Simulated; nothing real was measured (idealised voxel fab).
The process module presented herein is designated voxel fin reveal.
Xsec cut, 200 nm wide, square cell size 5 nm.
A cross-section is a grid of square cells, given in bands from the top down. A band is one or more rows of cells.
The entry gives the band's vertical extent as a top height and a bottom height in nm, then its horizontal make-up as materials from left to right, each with a width in nm. "blank" stands for empty space; a single material marked "full width" fills the band edge to edge.
Beneath 0, the wafer as received is one material, and that level is where height counting begins. The lowest band goes on downward without a bottom; it is written like "0 -> down".
Think of "30->40" as a width that walks from the first number to the second as you go down the band, top row to bottom row, taking equal-sized steps from row to row.
You'll sometimes find "same as before" written for a step, and that's the way of saying that nowhere in the cross-section did a cell change during that step.
"Internal closed voids" enumerates empty spaces isolated from the top, with no open way to it, that contain at least 8 cells, giving each as width x height at distance from the left edge, all three in nm.
Formally, on a step line, whatever follows the settings is a remark that the simulator itself makes on the step.
Steps that use a mask can have "overlay nm" on their line. It says how far the mask sat to the right of where it was meant to be. Negative means to the left.

Here's what the planned process steps look like:
1. RECEIVE with material Si
2. CONFORMAL_DEP with material SiN, thk nm 5
3. MASKED_ETCH with tone cover, mask id FINS, width nm 15, pitch nm 40, etch materials SiN, depth nm 5, overlay nm 0
4. MASKED_ETCH with tone cover, mask id FINS, width nm 15, pitch nm 40, etch materials Si, depth nm 40, overlay nm 0
5. OXIDIZE with depth nm 5
6. FILL_DEP with material SiO2, thk nm 5
7. CMP with height nm 5
8. SELECTIVE_ETCH with etch materials SiO2, depth nm 20
9. STRIP with etch materials SiN

Shown in cross-section is the wafer as received, that is, as it stands after step 1:
- 0 -> down | Si full width
- Internal closed voids: none

Final wafer profile in cross-section after the module, from the same start and plan as above, with one mistake made during processing:
- 0 -> -35 | blank 55 nm / Si 5 nm / blank 35 nm / Si 5 nm / blank 35 nm / Si 5 nm / blank 60 nm
- -35 -> -45 | SiO2 55 nm / Si 5 nm / SiO2 35 nm / Si 5 nm / SiO2 35 nm / Si 5 nm / SiO2 60 nm
- -45 -> down | Si full width
- Internal closed voids: none
Misprocessing identified: step 8 of the plan was executed twice over
